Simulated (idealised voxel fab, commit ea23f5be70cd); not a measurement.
You're looking at the process module voxel air gaps.
Each square cell in cross-section cut measures 5 nm, and the section as a whole is 285 nm wide.
Cross-section = grid of square cells, listed top down in bands; band = one or more rows.
For a band, the entry starts with two heights in nm, that of the top and then that of the bottom, and carries on with the band's materials in order from left to right, each alongside its width in nm; the word "edge to edge" beside a single material means it fills the band edge to edge, and "empty" means empty space.
It should be noted that heights are counted from 0, beneath which the wafer as supplied is of one material throughout, and that the lowest band possesses no lower boundary but continues downward, as written in "z 0 and below".
Per-row width for "30..40": begins at first number (top row of band), ends at second number (bottom row), increment between rows held constant.
"no change occurred" for a step: no cell of the cross-section changed in that step.
Enclosed voids (no open way to top), threshold 8 cells or more, entry "Internal closed voids", notation width x height at distance, distance from left edge, nm.
after a step's settings: what the simulator itself notes on the step
The optional step-line setting "overlay nm" applies to steps with a mask and quantifies how far to the right of its planned location the mask lay, a negative value indicating leftward placement.
The planned process steps are enumerated hereunder:
1. RECEIVE | material Si
2. CONFORMAL_DEP | material SiO2 | thk nm 10
3. CONFORMAL_DEP | material SiN | thk nm 5
4. DIRECTIONAL_DEP | material lowk | thk nm 30
5. MASKED_ETCH | tone open | mask id LINES | width nm 25 | pitch nm 50 | etch materials lowk | depth nm 30 | overlay nm 0
6. CONFORMAL_DEP | material TiN | thk nm 5
7. FILL_DEP | material Ru | thk nm 5
8. CMP | height nm 45
9. EPI | material Ru | thk nm 10
10. SELECTIVE_ETCH | etch materials lowk | depth nm 40
11. CONFORMAL_DEP | material SiCN | thk nm 5
Wafers differ in thk nm at step 6; plan lists the first wafer's value; identical starting state.
The first of several wafers in cross-section, exactly as it reached us after step 1:
- z 0 and below: Si edge to edge
- Internal closed voids: none
Here's the first of several wafers in cross-section, end of the module, after the last step, step 11:
- z 60 to 55: empty: 65, then SiCN: 155, then empty: 65
- z 55 to 45: empty: 65, then SiCN: 5, then Ru: 45, then SiCN: 5, then Ru: 45, then SiCN: 5, then Ru: 45, then SiCN: 5, then empty: 65
- z 45 to 40: empty: 65, then SiCN: 15, then TiN: 5, then Ru: 15, then TiN: 5, then SiCN: 25, then TiN: 5, then Ru: 15, then TiN: 5, then SiCN: 25, then TiN: 5, then Ru: 15, then TiN: 5, then SiCN: 15, then empty: 65
- z 40 to 20: empty: 75, then SiCN: 5, then TiN: 5, then Ru: 15, then TiN: 5, then SiCN: 5, then empty: 15, then SiCN: 5, then TiN: 5, then Ru: 15, then TiN: 5, then SiCN: 5, then empty: 15, then SiCN: 5, then TiN: 5, then Ru: 15, then TiN: 5, then SiCN: 5, then empty: 75
- z 20 to 15: SiCN: 80, then TiN: 25, then SiCN: 25, then TiN: 25, then SiCN: 25, then TiN: 25, then SiCN: 80
- z 15 to 10: SiN edge to edge
- z 10 to 0: SiO2 edge to edge
- z 0 and below: Si edge to edge
- Internal closed voids: 15 x 20 at 110; 15 x 20 at 160
Last wafer at the end:
- z 60 to 55: empty: 65, then SiCN: 155, then empty: 65
- z 55 to 45: empty: 65, then SiCN: 5, then Ru: 45, then SiCN: 5, then Ru: 45, then SiCN: 5, then Ru: 45, then SiCN: 5, then empty: 65
- z 45 to 40: empty: 65, then SiCN: 15, then TiN: 25, then SiCN: 25, then TiN: 25, then SiCN: 25, then TiN: 25, then SiCN: 15, then empty: 65
- z 40 to 20: empty: 75, then SiCN: 5, then TiN: 25, then SiCN: 5, then empty: 15, then SiCN: 5, then TiN: 25, then SiCN: 5, then empty: 15, then SiCN: 5, then TiN: 25, then SiCN: 5, then empty: 75
- z 20 to 15: SiCN: 80, then TiN: 25, then SiCN: 25, then TiN: 25, then SiCN: 25, then TiN: 25, then SiCN: 80
- z 15 to 10: SiN edge to edge
- z 10 to 0: SiO2 edge to edge
- z 0 and below: Si edge to edge
- Internal closed voids: 15 x 20 at 110; 15 x 20 at 160
Where each wafer stands at the end of the module, a row apiece: cells of each material gained (+) or lost (-) since it was received, then closed voids:
thk nm 5, +99 Ru, +121 SiCN, +57 SiN, +114 SiO2, +45 TiN, Internal closed voids: 15 x 20 at 110; 15 x 20 at 160
thk nm 10, +66 Ru, +121 SiCN, +57 SiN, +114 SiO2, +78 TiN, Internal closed voids: 15 x 20 at 110; 15 x 20 at 160
thk nm 15, +54 Ru, +121 SiCN, +57 SiN, +114 SiO2, +90 TiN, Internal closed voids: 15 x 20 at 110; 15 x 20 at 160
thk nm 20, +54 Ru, +121 SiCN, +57 SiN, +114 SiO2, +90 TiN, Internal closed voids: 15 x 20 at 110; 15 x 20 at 160
